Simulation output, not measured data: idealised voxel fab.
process module | voxel released beams
cross-section cut | 285 nm wide | cells 5 nm
A cross-section is a grid of square cells, given in bands from the top down. A band is one or more rows of cells.
Each band's line starts with the height of the band's top and of its bottom, in nm. Then come its materials from left to right, each with its width in nm. One material with "throughout" fills the band from edge to edge. "air" is empty space.
Height 0 is the level under which the wafer as received is all one material. The lowest band goes on downwards, as in "0 down".
A width such as "30 to 40" changes by the same amount from each row of cells to the next, from the band's top row to its bottom row.
"no change" after a step means that no cell of the cross-section changed.
closed voids: empty space of 8 cells or more with no open way to the top, each as width x height at its distance from the left edge, in nm
after a step's settings: what the simulator itself notes on the step
overlay nm, on a step with a mask: how far to the right of its planned place the mask lay; to the left if negative
plan
1 op RECEIVE | material Si
2 op CONFORMAL_DEP | material SiN | thk nm 10
3 op DIRECTIONAL_DEP | material SiO2 | thk nm 10
4 op MASKED_ETCH | tone open | mask id ANCHOR | width nm 25 | etch materials SiO2 | depth nm 10 | overlay nm 0
5 op CONFORMAL_DEP | material polySi | thk nm 10
6 op DIRECTIONAL_DEP | material aC | thk nm 15
7 op PATTERN | tone cover | mask id BEAM | material resist | width nm 90 | thk nm 30 | overlay nm -15
8 op DIRECTIONAL_ETCH | etch materials aC | depth nm 15
9 op STRIP | etch materials resist
10 op DIRECTIONAL_ETCH | etch materials polySi | depth nm 10
11 op STRIP | etch materials aC
12 op STRIP | etch materials SiO2
varied across the wafers: overlay nm of step 7. The plan shows the first wafer's value. All wafers start alike
first wafer as received, after step 1
  0 down: Si throughout
  closed voids: none
first wafer at the end, after step 12
  30 to 20: air 80 | polySi 30 | air 5 | polySi 55 | air 115
  20 to 10: air 100 | polySi 25 | air 160
  10 to 0: SiN throughout
  0 down: Si throughout
  closed voids: none
last wafer at the end
  30 to 20: air 115 | polySi 85 | air 85
  20 to 10: air 100 | polySi 25 | air 160
  10 to 0: SiN throughout
  0 down: Si throughout
  closed voids: none
each wafer at the end: cells of each material gained (+) or lost (-) since it was received, then its closed voids
overlay nm -15 | +114 SiN | +44 polySi | closed voids: none
overlay nm -10 | +114 SiN | +44 polySi | closed voids: none
overlay nm -5 | +114 SiN | +44 polySi | closed voids: none
overlay nm 0 | +114 SiN | +44 polySi | closed voids: none
overlay nm 5 | +114 SiN | +44 polySi | closed voids: none
overlay nm 10 | +114 SiN | +44 polySi | closed voids: none
overlay nm 15 | +114 SiN | +44 polySi | closed voids: none
